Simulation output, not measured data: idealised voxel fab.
Process module, titled voxel ribs on slabs
In the cross-section labelled cut, the width is 265 nm and each square cell is 5 nm.
A cross-section in this document is a grid of square cells, and it is written down as bands, the top band listed before the ones below it; a band is made up of one or more rows of cells. Per band: top height and bottom height in nm, followed by the left-to-right materials and their widths in nm; "throughout" marks a single material spanning edge to edge, "empty" marks empty space. The reference from which all heights are counted is 0, the level beneath which the as-received wafer is entirely one material; the lowest band, having no lower bound, proceeds downward and is written after the example "0 and below". So if you see something like "30..40" for the width, read it as the top row of the band sitting at the first number and the bottom row at the second, with every row in between moving by the same amount as the last. The designation "nothing different", where it is given for a processing step, indicates that no cell of the cross-section was altered in the course of that step. Heads up: "Closed void register" only lists the empty pockets with no open path to the top that are 8 cells or more, and it writes them as width x height at distance, distance from the left edge, in nm. Formally, on a step line, whatever follows the settings is a remark that the simulator itself makes on the step. Each step line may optionally specify "overlay nm", which for a step with a mask gives the rightward distance between the mask's planned place and where it lay, a negative value indicating the leftward direction.

### The process steps that were planned are listed below
| 1 | RECEIVE | material Si |
| 2 | DIRECTIONAL_DEP | material SiO2 | thk nm 20 |
| 3 | DIRECTIONAL_DEP | material polySi | thk nm 15 |
| 4 | PATTERN | tone cover | mask id RIB | material resist | width nm 30 | thk nm 15 | overlay nm 0 |
| 5 | DIRECTIONAL_ETCH | etch materials polySi | depth nm 5 |
| 6 | STRIP | etch materials resist |
| 7 | PATTERN | tone cover | mask id SLAB | material resist | width nm 80 | thk nm 20 | overlay nm 0 |
| 8 | DIRECTIONAL_ETCH | etch materials polySi | depth nm 10 |
| 9 | STRIP | etch materials resist |
| 10 | FILL_DEP | material SiO2 | thk nm 20 |
| 11 | CMP | height nm 50 |
| 12 | DIRECTIONAL_DEP | material TiN | thk nm 5 |
| 13 | DIRECTIONAL_DEP | material aC | thk nm 10 |
| 14 | PATTERN | tone cover | mask id HEATER | material resist | width nm 40 | thk nm 25 | overlay nm 0 |
| 15 | DIRECTIONAL_ETCH | etch materials aC | depth nm 10 |
| 16 | STRIP | etch materials resist |
| 17 | DIRECTIONAL_ETCH | etch materials TiN | depth nm 5 |
| 18 | STRIP | etch materials aC |
| 19 | CONFORMAL_DEP | material SiN | thk nm 5 |

### as received, after step 1
	0 and below: Si throughout
	Closed void register: none

### Below is the wafer in cross-section after the module was completed. It began from the starting point shown above and followed the plan shown above, except that one mistake was made while running it
	60 down to 50: SiN throughout
	50 down to 35: SiO2 throughout
	35 down to 30: SiO2 (115), then polySi (30), then SiO2 (120)
	30 down to 20: SiO2 (90), then polySi (80), then SiO2 (95)
	20 down to 0: SiO2 throughout
	0 and below: Si throughout
	Closed void register: none
Finding, execution versus plan: step 12, actual vs plan mismatch, actual run DIRECTIONAL_DEP | material SiN | thk nm 5
